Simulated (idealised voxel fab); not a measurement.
The process module that follows is named voxel wiring stack.
Section cut is 235 nm wide and gridded with 5 nm square cells.
A cross-section is written here as square cells arranged in a grid, and it is given in bands from the top down, each band taking up one or more rows of cells. Read a band's entry like this: the first values are the height of its top and the height of its bottom in nm, and what follows is the sequence of materials from left to right, each with its width in nm. Note that "blank" is empty space, and that a single material marked "full width" reaches across the band from edge to edge. Where do heights start? At 0: under that level the wafer as delivered is made of one material only. And the lowest band has no floor; it just carries on downward, as in "top 0, no bottom". You'd read "30 to 40" like this: the band's top row of cells is as wide as the first number, its bottom row is as wide as the second, and going down, every row changes width by the same amount as the row before did. The designation "nothing different", where it is given for a processing step, indicates that no cell of the cross-section was altered in the course of that step. Reported under the label "Closed void catalog" are the empty spaces having no open way to the top and comprising 8 cells or more; the notation for each is width x height at distance, in which the distance is measured from the left edge and all three values are in nm. Step line, after settings: the simulator's comment on this step. overlay nm: mask right of planned place by this much (step with mask). Neg. = left.

**Process steps - plan**
- 1: RECEIVE [material Si]
- 2: CONFORMAL_DEP [material SiO2] [thk nm 15]
- 3: CONFORMAL_DEP [material SiCN] [thk nm 5]
- 4: DIRECTIONAL_DEP [material SiO2] [thk nm 20]
- 5: PATTERN [tone open] [mask id METAL_1] [material resist] [width nm 20] [pitch nm 40] [thk nm 20] [overlay nm 0]
- 6: DIRECTIONAL_ETCH [etch materials SiO2] [depth nm 20]
- 7: DIRECTIONAL_ETCH [etch materials SiCN] [depth nm 5]
- 8: STRIP [etch materials resist]
- 9: CONFORMAL_DEP [material TiN] [thk nm 5]
- 10: FILL_DEP [material Ru] [thk nm 10]
- 11: CMP [height nm 40]
- 12: EPI [material Ru] [thk nm 5]
- 13: FILL_DEP [material SiCN] [thk nm 5]
- 14: DIRECTIONAL_DEP [material lowk] [thk nm 35]
- 15: DIRECTIONAL_DEP [material aC] [thk nm 10]
- 16: PATTERN [tone open] [mask id METAL_2] [material resist] [width nm 20] [pitch nm 40] [thk nm 25] [overlay nm 0]
- 17: DIRECTIONAL_ETCH [etch materials aC] [depth nm 10]
- 18: STRIP [etch materials resist]
- 19: DIRECTIONAL_ETCH [etch materials lowk] [depth nm 20]
- 20: STRIP [etch materials aC]
- 21: PATTERN [tone open] [mask id METAL_2_HOLES] [material resist] [width nm 15] [pitch nm 80] [thk nm 20] [overlay nm 0]
- 22: DIRECTIONAL_ETCH [etch materials lowk] [depth nm 15]
- 23: DIRECTIONAL_ETCH [etch materials SiCN] [depth nm 5]
- 24: STRIP [etch materials resist]
- 25: CONFORMAL_DEP [material TiN] [thk nm 5]
- 26: FILL_DEP [material Cu] [thk nm 5]
- 27: CMP [height nm 85]
- 28: CONFORMAL_DEP [material SiCN] [thk nm 5]
- 29: DIRECTIONAL_DEP [material lowk] [thk nm 10]
- 30: MASKED_ETCH [tone open] [mask id PLUG_2] [width nm 15] [pitch nm 40] [etch materials lowk] [depth nm 10] [overlay nm 0]
- 31: MASKED_ETCH [tone open] [mask id PLUG_2] [width nm 15] [pitch nm 40] [etch materials SiCN] [depth nm 5] [overlay nm 0]
- 32: CONFORMAL_DEP [material TiN] [thk nm 5]
- 33: FILL_DEP [material Ru] [thk nm 10]
- 34: CMP [height nm 100]
- 35: DIRECTIONAL_DEP [material TiN] [thk nm 5]
- 36: DIRECTIONAL_DEP [material Ru] [thk nm 15]
- 37: MASKED_ETCH [tone cover] [mask id METAL_3] [width nm 20] [pitch nm 40] [etch materials Ru] [depth nm 15] [overlay nm 0]
- 38: MASKED_ETCH [tone cover] [mask id METAL_3] [width nm 20] [pitch nm 40] [etch materials TiN] [depth nm 5] [overlay nm 0]
- 39: FILL_DEP [material SiO2] [thk nm 10]
- 40: CMP [height nm 120]
- 41: CONFORMAL_DEP [material SiCN] [thk nm 5]
- 42: DIRECTIONAL_DEP [material lowk] [thk nm 10]
- 43: DIRECTIONAL_DEP [material aC] [thk nm 15]
- 44: PATTERN [tone open] [mask id PLUG_3] [material resist] [width nm 15] [pitch nm 80] [thk nm 35] [overlay nm 0]
- 45: DIRECTIONAL_ETCH [etch materials aC] [depth nm 15]
- 46: STRIP [etch materials resist]
- 47: DIRECTIONAL_ETCH [etch materials lowk] [depth nm 10]
- 48: DIRECTIONAL_ETCH [etch materials SiCN] [depth nm 5]
- 49: STRIP [etch materials aC]
- 50: CONFORMAL_DEP [material TiN] [thk nm 5]
- 51: FILL_DEP [material Ru] [thk nm 10]
- 52: CMP [height nm 135]
- 53: CONFORMAL_DEP [material SiCN] [thk nm 5]
- 54: DIRECTIONAL_DEP [material SiO2] [thk nm 15]
- 55: PATTERN [tone open] [mask id METAL_4] [material resist] [width nm 20] [pitch nm 40] [thk nm 15] [overlay nm 0]
- 56: DIRECTIONAL_ETCH [etch materials SiO2] [depth nm 15]
- 57: DIRECTIONAL_ETCH [etch materials SiCN] [depth nm 5]
- 58: STRIP [etch materials resist]
- 59: CONFORMAL_DEP [material TiN] [thk nm 5]
- 60: FILL_DEP [material Cu] [thk nm 5]
- 61: CMP [height nm 155]
- 62: CONFORMAL_DEP [material SiN] [thk nm 5]

**Account of the first of two wafers, which was processed as intended**

**Step 1 complete: cross-section of the wafer as received**
    top 0, no bottom: Si full width
    Closed void catalog: none

**Once step 2 is through, the wafer looks like this in cross-section**
    top 15, bottom 0: SiO2 full width
    Anything lower than 0 is untouched.

**Once step 3 is through, the wafer looks like this in cross-section**
    top 20, bottom 15: SiCN full width
    Anything lower than 15 is untouched.

**Once step 4 is through, the wafer looks like this in cross-section**
    top 40, bottom 20: SiO2 full width
    Anything lower than 20 is untouched.

**Once step 5 is through, the wafer looks like this in cross-section**
    top 60, bottom 40: 45 resist, then 20 blank, then 20 resist, then 20 blank, then 20 resist, then 20 blank, then 20 resist, then 20 blank, then 50 resist
    Anything lower than 40 is untouched.

**Once step 6 is through, the wafer looks like this in cross-section**
    top 60, bottom 40: 45 resist, then 20 blank, then 20 resist, then 20 blank, then 20 resist, then 20 blank, then 20 resist, then 20 blank, then 50 resist
    top 40, bottom 20: 45 SiO2, then 20 blank, then 20 SiO2, then 20 blank, then 20 SiO2, then 20 blank, then 20 SiO2, then 20 blank, then 50 SiO2
    Anything lower than 20 is untouched.

**Once step 7 is through, the wafer looks like this in cross-section**
    top 60, bottom 40: 45 resist, then 20 blank, then 20 resist, then 20 blank, then 20 resist, then 20 blank, then 20 resist, then 20 blank, then 50 resist
    top 40, bottom 20: 45 SiO2, then 20 blank, then 20 SiO2, then 20 blank, then 20 SiO2, then 20 blank, then 20 SiO2, then 20 blank, then 50 SiO2
    top 20, bottom 15: 45 SiCN, then 20 blank, then 20 SiCN, then 20 blank, then 20 SiCN, then 20 blank, then 20 SiCN, then 20 blank, then 50 SiCN
    Anything lower than 15 is untouched.

**Once step 8 is through, the wafer looks like this in cross-section**
    top 40, bottom 20: 45 SiO2, then 20 blank, then 20 SiO2, then 20 blank, then 20 SiO2, then 20 blank, then 20 SiO2, then 20 blank, then 50 SiO2
    Anything lower than 20 is untouched.

**Once step 9 is through, the wafer looks like this in cross-section**
    top 45, bottom 40: 50 TiN, then 10 blank, then 30 TiN, then 10 blank, then 30 TiN, then 10 blank, then 30 TiN, then 10 blank, then 55 TiN
    top 40, bottom 20: 45 SiO2, then 5 TiN, then 10 blank, then 5 TiN, then 20 SiO2, then 5 TiN, then 10 blank, then 5 TiN, then 20 SiO2, then 5 TiN, then 10 blank, then 5 TiN, then 20 SiO2, then 5 TiN, then 10 blank, then 5 TiN, then 50 SiO2
    top 20, bottom 15: 45 SiCN, then 20 TiN, then 20 SiCN, then 20 TiN, then 20 SiCN, then 20 TiN, then 20 SiCN, then 20 TiN, then 50 SiCN
    Anything lower than 15 is untouched.

**Once step 10 is through, the wafer looks like this in cross-section**
    top 55, bottom 45: Ru full width
    top 45, bottom 40: 50 TiN, then 10 Ru, then 30 TiN, then 10 Ru, then 30 TiN, then 10 Ru, then 30 TiN, then 10 Ru, then 55 TiN
    top 40, bottom 20: 45 SiO2, then 5 TiN, then 10 Ru, then 5 TiN, then 20 SiO2, then 5 TiN, then 10 Ru, then 5 TiN, then 20 SiO2, then 5 TiN, then 10 Ru, then 5 TiN, then 20 SiO2, then 5 TiN, then 10 Ru, then 5 TiN, then 50 SiO2
    Anything lower than 20 is untouched.

**Once step 11 is through, the wafer looks like this in cross-section**
    top 40, bottom 20: 45 SiO2, then 5 TiN, then 10 Ru, then 5 TiN, then 20 SiO2, then 5 TiN, then 10 Ru, then 5 TiN, then 20 SiO2, then 5 TiN, then 10 Ru, then 5 TiN, then 20 SiO2, then 5 TiN, then 10 Ru, then 5 TiN, then 50 SiO2
    Anything lower than 20 is untouched.

**Once step 12 is through, the wafer looks like this in cross-section**
    top 45, bottom 40: 40 blank, then 30 Ru, then 10 blank, then 30 Ru, then 10 blank, then 30 Ru, then 10 blank, then 30 Ru, then 45 blank
    Anything lower than 40 is untouched.

**Once step 13 is through, the wafer looks like this in cross-section**
    top 50, bottom 45: SiCN full width
    top 45, bottom 40: 40 SiCN, then 30 Ru, then 10 SiCN, then 30 Ru, then 10 SiCN, then 30 Ru, then 10 SiCN, then 30 Ru, then 45 SiCN
    Anything lower than 40 is untouched.

**Once step 14 is through, the wafer looks like this in cross-section**
    top 85, bottom 50: lowk full width
    Anything lower than 50 is untouched.

**Once step 15 is through, the wafer looks like this in cross-section**
    top 95, bottom 85: aC full width
    Anything lower than 85 is untouched.

**Once step 16 is through, the wafer looks like this in cross-section**
    top 120, bottom 95: 45 resist, then 20 blank, then 20 resist, then 20 blank, then 20 resist, then 20 blank, then 20 resist, then 20 blank, then 50 resist
    Anything lower than 95 is untouched.

**Once step 17 is through, the wafer looks like this in cross-section**
    top 110, bottom 95: 45 resist, then 20 blank, then 20 resist, then 20 blank, then 20 resist, then 20 blank, then 20 resist, then 20 blank, then 50 resist
    top 95, bottom 85: 45 aC, then 20 blank, then 20 aC, then 20 blank, then 20 aC, then 20 blank, then 20 aC, then 20 blank, then 50 aC
    Anything lower than 85 is untouched.

**Once step 18 is through, the wafer looks like this in cross-section**
    top 95, bottom 85: 45 aC, then 20 blank, then 20 aC, then 20 blank, then 20 aC, then 20 blank, then 20 aC, then 20 blank, then 50 aC
    Anything lower than 85 is untouched.

**Once step 19 is through, the wafer looks like this in cross-section**
    top 95, bottom 85: 45 aC, then 20 blank, then 20 aC, then 20 blank, then 20 aC, then 20 blank, then 20 aC, then 20 blank, then 50 aC
    top 85, bottom 65: 45 lowk, then 20 blank, then 20 lowk, then 20 blank, then 20 lowk, then 20 blank, then 20 lowk, then 20 blank, then 50 lowk
    Anything lower than 65 is untouched.

**Once step 20 is through, the wafer looks like this in cross-section**
    top 85, bottom 65: 45 lowk, then 20 blank, then 20 lowk, then 20 blank, then 20 lowk, then 20 blank, then 20 lowk, then 20 blank, then 50 lowk
    Anything lower than 65 is untouched.

**Once step 21 is through, the wafer looks like this in cross-section**
    top 105, bottom 85: 45 resist, then 15 blank, then 65 resist, then 15 blank, then 95 resist
    top 85, bottom 65: 45 lowk, then 15 blank, then 5 resist, then 20 lowk, then 20 resist, then 20 lowk, then 15 blank, then 5 resist, then 20 lowk, then 20 resist, then 50 lowk
    Anything lower than 65 is untouched.

**Once step 22 is through, the wafer looks like this in cross-section**
    top 105, bottom 85: 45 resist, then 15 blank, then 65 resist, then 15 blank, then 95 resist
    top 85, bottom 65: 45 lowk, then 15 blank, then 5 resist, then 20 lowk, then 20 resist, then 20 lowk, then 15 blank, then 5 resist, then 20 lowk, then 20 resist, then 50 lowk
    top 65, bottom 50: 45 lowk, then 15 blank, then 65 lowk, then 15 blank, then 95 lowk
    Anything lower than 50 is untouched.

**Once step 23 is through, the wafer looks like this in cross-section**
    top 105, bottom 85: 45 resist, then 15 blank, then 65 resist, then 15 blank, then 95 resist
    top 85, bottom 65: 45 lowk, then 15 blank, then 5 resist, then 20 lowk, then 20 resist, then 20 lowk, then 15 blank, then 5 resist, then 20 lowk, then 20 resist, then 50 lowk
    top 65, bottom 50: 45 lowk, then 15 blank, then 65 lowk, then 15 blank, then 95 lowk
    top 50, bottom 45: 45 SiCN, then 15 blank, then 65 SiCN, then 15 blank, then 95 SiCN
    Anything lower than 45 is untouched.

**Once step 24 is through, the wafer looks like this in cross-section**
    top 85, bottom 65: 45 lowk, then 20 blank, then 20 lowk, then 20 blank, then 20 lowk, then 20 blank, then 20 lowk, then 20 blank, then 50 lowk
    Anything lower than 65 is untouched.

**Once step 25 is through, the wafer looks like this in cross-section**
    top 90, bottom 85: 50 TiN, then 10 blank, then 30 TiN, then 10 blank, then 30 TiN, then 10 blank, then 30 TiN, then 10 blank, then 55 TiN
    top 85, bottom 70: 45 lowk, then 5 TiN, then 10 blank, then 5 TiN, then 20 lowk, then 5 TiN, then 10 blank, then 5 TiN, then 20 lowk, then 5 TiN, then 10 blank, then 5 TiN, then 20 lowk, then 5 TiN, then 10 blank, then 5 TiN, then 50 lowk
    top 70, bottom 65: 45 lowk, then 5 TiN, then 5 blank, then 10 TiN, then 20 lowk, then 20 TiN, then 20 lowk, then 5 TiN, then 5 blank, then 10 TiN, then 20 lowk, then 20 TiN, then 50 lowk
    top 65, bottom 50: 45 lowk, then 5 TiN, then 5 blank, then 5 TiN, then 65 lowk, then 5 TiN, then 5 blank, then 5 TiN, then 95 lowk
    top 50, bottom 45: 45 SiCN, then 15 TiN, then 65 SiCN, then 15 TiN, then 95 SiCN
    Anything lower than 45 is untouched.

**Once step 26 is through, the wafer looks like this in cross-section**
    top 95, bottom 90: Cu full width
    top 90, bottom 85: 50 TiN, then 10 Cu, then 30 TiN, then 10 Cu, then 30 TiN, then 10 Cu, then 30 TiN, then 10 Cu, then 55 TiN
    top 85, bottom 70: 45 lowk, then 5 TiN, then 10 Cu, then 5 TiN, then 20 lowk, then 5 TiN, then 10 Cu, then 5 TiN, then 20 lowk, then 5 TiN, then 10 Cu, then 5 TiN, then 20 lowk, then 5 TiN, then 10 Cu, then 5 TiN, then 50 lowk
    top 70, bottom 65: 45 lowk, then 5 TiN, then 5 Cu, then 10 TiN, then 20 lowk, then 20 TiN, then 20 lowk, then 5 TiN, then 5 Cu, then 10 TiN, then 20 lowk, then 20 TiN, then 50 lowk
    top 65, bottom 50: 45 lowk, then 5 TiN, then 5 Cu, then 5 TiN, then 65 lowk, then 5 TiN, then 5 Cu, then 5 TiN, then 95 lowk
    Anything lower than 50 is untouched.

**Once step 27 is through, the wafer looks like this in cross-section**
    top 85, bottom 70: 45 lowk, then 5 TiN, then 10 Cu, then 5 TiN, then 20 lowk, then 5 TiN, then 10 Cu, then 5 TiN, then 20 lowk, then 5 TiN, then 10 Cu, then 5 TiN, then 20 lowk, then 5 TiN, then 10 Cu, then 5 TiN, then 50 lowk
    Anything lower than 70 is untouched.

**Once step 28 is through, the wafer looks like this in cross-section**
    top 90, bottom 85: SiCN full width
    Anything lower than 85 is untouched.

**Once step 29 is through, the wafer looks like this in cross-section**
    top 100, bottom 90: lowk full width
    Anything lower than 90 is untouched.

**Once step 30 is through, the wafer looks like this in cross-section**
    top 100, bottom 90: 45 lowk, then 15 blank, then 25 lowk, then 15 blank, then 25 lowk, then 15 blank, then 25 lowk, then 15 blank, then 55 lowk
    Anything lower than 90 is untouched.

**Once step 31 is through, the wafer looks like this in cross-section**
    top 100, bottom 90: 45 lowk, then 15 blank, then 25 lowk, then 15 blank, then 25 lowk, then 15 blank, then 25 lowk, then 15 blank, then 55 lowk
    top 90, bottom 85: 45 SiCN, then 15 blank, then 25 SiCN, then 15 blank, then 25 SiCN, then 15 blank, then 25 SiCN, then 15 blank, then 55 SiCN
    Anything lower than 85 is untouched.

**Once step 32 is through, the wafer looks like this in cross-section**
    top 105, bottom 100: 50 TiN, then 5 blank, then 35 TiN, then 5 blank, then 35 TiN, then 5 blank, then 35 TiN, then 5 blank, then 60 TiN
    top 100, bottom 90: 45 lowk, then 5 TiN, then 5 blank, then 5 TiN, then 25 lowk, then 5 TiN, then 5 blank, then 5 TiN, then 25 lowk, then 5 TiN, then 5 blank, then 5 TiN, then 25 lowk, then 5 TiN, then 5 blank, then 5 TiN, then 55 lowk
    top 90, bottom 85: 45 SiCN, then 15 TiN, then 25 SiCN, then 15 TiN, then 25 SiCN, then 15 TiN, then 25 SiCN, then 15 TiN, then 55 SiCN
    Anything lower than 85 is untouched.

**Once step 33 is through, the wafer looks like this in cross-section**
    top 115, bottom 105: Ru full width
    top 105, bottom 100: 50 TiN, then 5 Ru, then 35 TiN, then 5 Ru, then 35 TiN, then 5 Ru, then 35 TiN, then 5 Ru, then 60 TiN
    top 100, bottom 90: 45 lowk, then 5 TiN, then 5 Ru, then 5 TiN, then 25 lowk, then 5 TiN, then 5 Ru, then 5 TiN, then 25 lowk, then 5 TiN, then 5 Ru, then 5 TiN, then 25 lowk, then 5 TiN, then 5 Ru, then 5 TiN, then 55 lowk
    Anything lower than 90 is untouched.

**Once step 34 is through, the wafer looks like this in cross-section**
    top 100, bottom 90: 45 lowk, then 5 TiN, then 5 Ru, then 5 TiN, then 25 lowk, then 5 TiN, then 5 Ru, then 5 TiN, then 25 lowk, then 5 TiN, then 5 Ru, then 5 TiN, then 25 lowk, then 5 TiN, then 5 Ru, then 5 TiN, then 55 lowk
    Anything lower than 90 is untouched.

**Once step 35 is through, the wafer looks like this in cross-section**
    top 105, bottom 100: TiN full width
    Anything lower than 100 is untouched.

**Once step 36 is through, the wafer looks like this in cross-section**
    top 120, bottom 105: Ru full width
    Anything lower than 105 is untouched.

**Once step 37 is through, the wafer looks like this in cross-section**
    top 120, bottom 105: 45 blank, then 20 Ru, then 20 blank, then 20 Ru, then 20 blank, then 20 Ru, then 20 blank, then 20 Ru, then 50 blank
    Anything lower than 105 is untouched.

**Once step 38 is through, the wafer looks like this in cross-section**
    top 120, bottom 105: 45 blank, then 20 Ru, then 20 blank, then 20 Ru, then 20 blank, then 20 Ru, then 20 blank, then 20 Ru, then 50 blank
    top 105, bottom 100: 45 blank, then 20 TiN, then 20 blank, then 20 TiN, then 20 blank, then 20 TiN, then 20 blank, then 20 TiN, then 50 blank
    Anything lower than 100 is untouched.

**Once step 39 is through, the wafer looks like this in cross-section**
    top 130, bottom 120: SiO2 full width
    top 120, bottom 105: 45 SiO2, then 20 Ru, then 20 SiO2, then 20 Ru, then 20 SiO2, then 20 Ru, then 20 SiO2, then 20 Ru, then 50 SiO2
    top 105, bottom 100: 45 SiO2, then 20 TiN, then 20 SiO2, then 20 TiN, then 20 SiO2, then 20 TiN, then 20 SiO2, then 20 TiN, then 50 SiO2
    Anything lower than 100 is untouched.

**Once step 40 is through, the wafer looks like this in cross-section**
    top 120, bottom 105: 45 SiO2, then 20 Ru, then 20 SiO2, then 20 Ru, then 20 SiO2, then 20 Ru, then 20 SiO2, then 20 Ru, then 50 SiO2
    Anything lower than 105 is untouched.

**Once step 41 is through, the wafer looks like this in cross-section**
    top 125, bottom 120: SiCN full width
    Anything lower than 120 is untouched.

**Once step 42 is through, the wafer looks like this in cross-section**
    top 135, bottom 125: lowk full width
    Anything lower than 125 is untouched.

**Once step 43 is through, the wafer looks like this in cross-section**
    top 150, bottom 135: aC full width
    Anything lower than 135 is untouched.

**Once step 44 is through, the wafer looks like this in cross-section**
    top 185, bottom 150: 45 resist, then 15 blank, then 65 resist, then 15 blank, then 95 resist
    Anything lower than 150 is untouched.

**Once step 45 is through, the wafer looks like this in cross-section**
    top 170, bottom 150: 45 resist, then 15 blank, then 65 resist, then 15 blank, then 95 resist
    top 150, bottom 135: 45 aC, then 15 blank, then 65 aC, then 15 blank, then 95 aC
    Anything lower than 135 is untouched.

**Once step 46 is through, the wafer looks like this in cross-section**
    top 150, bottom 135: 45 aC, then 15 blank, then 65 aC, then 15 blank, then 95 aC
    Anything lower than 135 is untouched.

**Once step 47 is through, the wafer looks like this in cross-section**
    top 150, bottom 135: 45 aC, then 15 blank, then 65 aC, then 15 blank, then 95 aC
    top 135, bottom 125: 45 lowk, then 15 blank, then 65 lowk, then 15 blank, then 95 lowk
    Anything lower than 125 is untouched.

**Once step 48 is through, the wafer looks like this in cross-section**
    top 150, bottom 135: 45 aC, then 15 blank, then 65 aC, then 15 blank, then 95 aC
    top 135, bottom 125: 45 lowk, then 15 blank, then 65 lowk, then 15 blank, then 95 lowk
    top 125, bottom 120: 45 SiCN, then 15 blank, then 65 SiCN, then 15 blank, then 95 SiCN
    Anything lower than 120 is untouched.

**Once step 49 is through, the wafer looks like this in cross-section**
    top 135, bottom 125: 45 lowk, then 15 blank, then 65 lowk, then 15 blank, then 95 lowk
    Anything lower than 125 is untouched.

**Once step 50 is through, the wafer looks like this in cross-section**
    top 140, bottom 135: 50 TiN, then 5 blank, then 75 TiN, then 5 blank, then 100 TiN
    top 135, bottom 125: 45 lowk, then 5 TiN, then 5 blank, then 5 TiN, then 65 lowk, then 5 TiN, then 5 blank, then 5 TiN, then 95 lowk
    top 125, bottom 120: 45 SiCN, then 15 TiN, then 65 SiCN, then 15 TiN, then 95 SiCN
    Anything lower than 120 is untouched.

**Once step 51 is through, the wafer looks like this in cross-section**
    top 150, bottom 140: Ru full width
    top 140, bottom 135: 50 TiN, then 5 Ru, then 75 TiN, then 5 Ru, then 100 TiN
    top 135, bottom 125: 45 lowk, then 5 TiN, then 5 Ru, then 5 TiN, then 65 lowk, then 5 TiN, then 5 Ru, then 5 TiN, then 95 lowk
    Anything lower than 125 is untouched.

**Once step 52 is through, the wafer looks like this in cross-section**
    top 135, bottom 125: 45 lowk, then 5 TiN, then 5 Ru, then 5 TiN, then 65 lowk, then 5 TiN, then 5 Ru, then 5 TiN, then 95 lowk
    Anything lower than 125 is untouched.

**Once step 53 is through, the wafer looks like this in cross-section**
    top 140, bottom 135: SiCN full width
    Anything lower than 135 is untouched.

**Once step 54 is through, the wafer looks like this in cross-section**
    top 155, bottom 140: SiO2 full width
    Anything lower than 140 is untouched.

**Once step 55 is through, the wafer looks like this in cross-section**
    top 170, bottom 155: 45 resist, then 20 blank, then 20 resist, then 20 blank, then 20 resist, then 20 blank, then 20 resist, then 20 blank, then 50 resist
    Anything lower than 155 is untouched.

**Once step 56 is through, the wafer looks like this in cross-section**
    top 170, bottom 155: 45 resist, then 20 blank, then 20 resist, then 20 blank, then 20 resist, then 20 blank, then 20 resist, then 20 blank, then 50 resist
    top 155, bottom 140: 45 SiO2, then 20 blank, then 20 SiO2, then 20 blank, then 20 SiO2, then 20 blank, then 20 SiO2, then 20 blank, then 50 SiO2
    Anything lower than 140 is untouched.

**Once step 57 is through, the wafer looks like this in cross-section**
    top 170, bottom 155: 45 resist, then 20 blank, then 20 resist, then 20 blank, then 20 resist, then 20 blank, then 20 resist, then 20 blank, then 50 resist
    top 155, bottom 140: 45 SiO2, then 20 blank, then 20 SiO2, then 20 blank, then 20 SiO2, then 20 blank, then 20 SiO2, then 20 blank, then 50 SiO2
    top 140, bottom 135: 45 SiCN, then 20 blank, then 20 SiCN, then 20 blank, then 20 SiCN, then 20 blank, then 20 SiCN, then 20 blank, then 50 SiCN
    Anything lower than 135 is untouched.

**Once step 58 is through, the wafer looks like this in cross-section**
    top 155, bottom 140: 45 SiO2, then 20 blank, then 20 SiO2, then 20 blank, then 20 SiO2, then 20 blank, then 20 SiO2, then 20 blank, then 50 SiO2
    Anything lower than 140 is untouched.

**Once step 59 is through, the wafer looks like this in cross-section**
    top 160, bottom 155: 50 TiN, then 10 blank, then 30 TiN, then 10 blank, then 30 TiN, then 10 blank, then 30 TiN, then 10 blank, then 55 TiN
    top 155, bottom 140: 45 SiO2, then 5 TiN, then 10 blank, then 5 TiN, then 20 SiO2, then 5 TiN, then 10 blank, then 5 TiN, then 20 SiO2, then 5 TiN, then 10 blank, then 5 TiN, then 20 SiO2, then 5 TiN, then 10 blank, then 5 TiN, then 50 SiO2
    top 140, bottom 135: 45 SiCN, then 20 TiN, then 20 SiCN, then 20 TiN, then 20 SiCN, then 20 TiN, then 20 SiCN, then 20 TiN, then 50 SiCN
    Anything lower than 135 is untouched.

**Once step 60 is through, the wafer looks like this in cross-section**
    top 165, bottom 160: Cu full width
    top 160, bottom 155: 50 TiN, then 10 Cu, then 30 TiN, then 10 Cu, then 30 TiN, then 10 Cu, then 30 TiN, then 10 Cu, then 55 TiN
    top 155, bottom 140: 45 SiO2, then 5 TiN, then 10 Cu, then 5 TiN, then 20 SiO2, then 5 TiN, then 10 Cu, then 5 TiN, then 20 SiO2, then 5 TiN, then 10 Cu, then 5 TiN, then 20 SiO2, then 5 TiN, then 10 Cu, then 5 TiN, then 50 SiO2
    Anything lower than 140 is untouched.

**Once step 61 is through, the wafer looks like this in cross-section**
    top 155, bottom 140: 45 SiO2, then 5 TiN, then 10 Cu, then 5 TiN, then 20 SiO2, then 5 TiN, then 10 Cu, then 5 TiN, then 20 SiO2, then 5 TiN, then 10 Cu, then 5 TiN, then 20 SiO2, then 5 TiN, then 10 Cu, then 5 TiN, then 50 SiO2
    Anything lower than 140 is untouched.

**Once step 62 is through, the wafer looks like this in cross-section**
    top 160, bottom 155: SiN full width
    Anything lower than 155 is untouched.

**The second wafer was prepared from the same starting point and under the same plan as the first; its processing contained one mistake, and it remains indistinguishable from the first wafer up to and including step 51**

**Second wafer, cut view, end of step 52 per plan**
    top 125, bottom 120: 45 SiCN, then 15 TiN, then 65 SiCN, then 15 TiN, then 95 SiCN
    Anything lower than 120 is untouched.

**Second wafer, cut view, end of step 53 per plan**
    top 130, bottom 125: SiCN full width
    Anything lower than 125 is untouched.

**Second wafer, cut view, end of step 54 per plan**
    top 145, bottom 130: SiO2 full width
    Anything lower than 130 is untouched.

**Second wafer, cut view, end of step 55 per plan**
    top 160, bottom 145: 45 resist, then 20 blank, then 20 resist, then 20 blank, then 20 resist, then 20 blank, then 20 resist, then 20 blank, then 50 resist
    Anything lower than 145 is untouched.

**Second wafer, cut view, end of step 56 per plan**
    top 160, bottom 145: 45 resist, then 20 blank, then 20 resist, then 20 blank, then 20 resist, then 20 blank, then 20 resist, then 20 blank, then 50 resist
    top 145, bottom 130: 45 SiO2, then 20 blank, then 20 SiO2, then 20 blank, then 20 SiO2, then 20 blank, then 20 SiO2, then 20 blank, then 50 SiO2
    Anything lower than 130 is untouched.

**Second wafer, cut view, end of step 57 per plan**
    top 160, bottom 145: 45 resist, then 20 blank, then 20 resist, then 20 blank, then 20 resist, then 20 blank, then 20 resist, then 20 blank, then 50 resist
    top 145, bottom 130: 45 SiO2, then 20 blank, then 20 SiO2, then 20 blank, then 20 SiO2, then 20 blank, then 20 SiO2, then 20 blank, then 50 SiO2
    top 130, bottom 125: 45 SiCN, then 20 blank, then 20 SiCN, then 20 blank, then 20 SiCN, then 20 blank, then 20 SiCN, then 20 blank, then 50 SiCN
    Anything lower than 125 is untouched.

**Second wafer, cut view, end of step 58 per plan**
    top 145, bottom 130: 45 SiO2, then 20 blank, then 20 SiO2, then 20 blank, then 20 SiO2, then 20 blank, then 20 SiO2, then 20 blank, then 50 SiO2
    Anything lower than 130 is untouched.

**Second wafer, cut view, end of step 59 per plan**
    top 150, bottom 145: 50 TiN, then 10 blank, then 30 TiN, then 10 blank, then 30 TiN, then 10 blank, then 30 TiN, then 10 blank, then 55 TiN
    top 145, bottom 130: 45 SiO2, then 5 TiN, then 10 blank, then 5 TiN, then 20 SiO2, then 5 TiN, then 10 blank, then 5 TiN, then 20 SiO2, then 5 TiN, then 10 blank, then 5 TiN, then 20 SiO2, then 5 TiN, then 10 blank, then 5 TiN, then 50 SiO2
    top 130, bottom 125: 45 SiCN, then 20 TiN, then 20 SiCN, then 20 TiN, then 20 SiCN, then 20 TiN, then 20 SiCN, then 20 TiN, then 50 SiCN
    Anything lower than 125 is untouched.

**Second wafer, cut view, end of step 60 per plan**
    top 155, bottom 150: Cu full width
    top 150, bottom 145: 50 TiN, then 10 Cu, then 30 TiN, then 10 Cu, then 30 TiN, then 10 Cu, then 30 TiN, then 10 Cu, then 55 TiN
    top 145, bottom 130: 45 SiO2, then 5 TiN, then 10 Cu, then 5 TiN, then 20 SiO2, then 5 TiN, then 10 Cu, then 5 TiN, then 20 SiO2, then 5 TiN, then 10 Cu, then 5 TiN, then 20 SiO2, then 5 TiN, then 10 Cu, then 5 TiN, then 50 SiO2
    Anything lower than 130 is untouched.

Second wafer, cut view, end of step 61 per plan: nothing different

**Second wafer, cut view, end of step 62 per plan**
    top 160, bottom 155: SiN full width
    Anything lower than 155 is untouched.
The plan and the run diverged here: step 52 did not happen as planned, as run it was CMP [height nm 125]
Final comparison by cell count, materials where the second wafer has more or fewer than the first: Cu +55; Ru -4; TiN +31; lowk -82
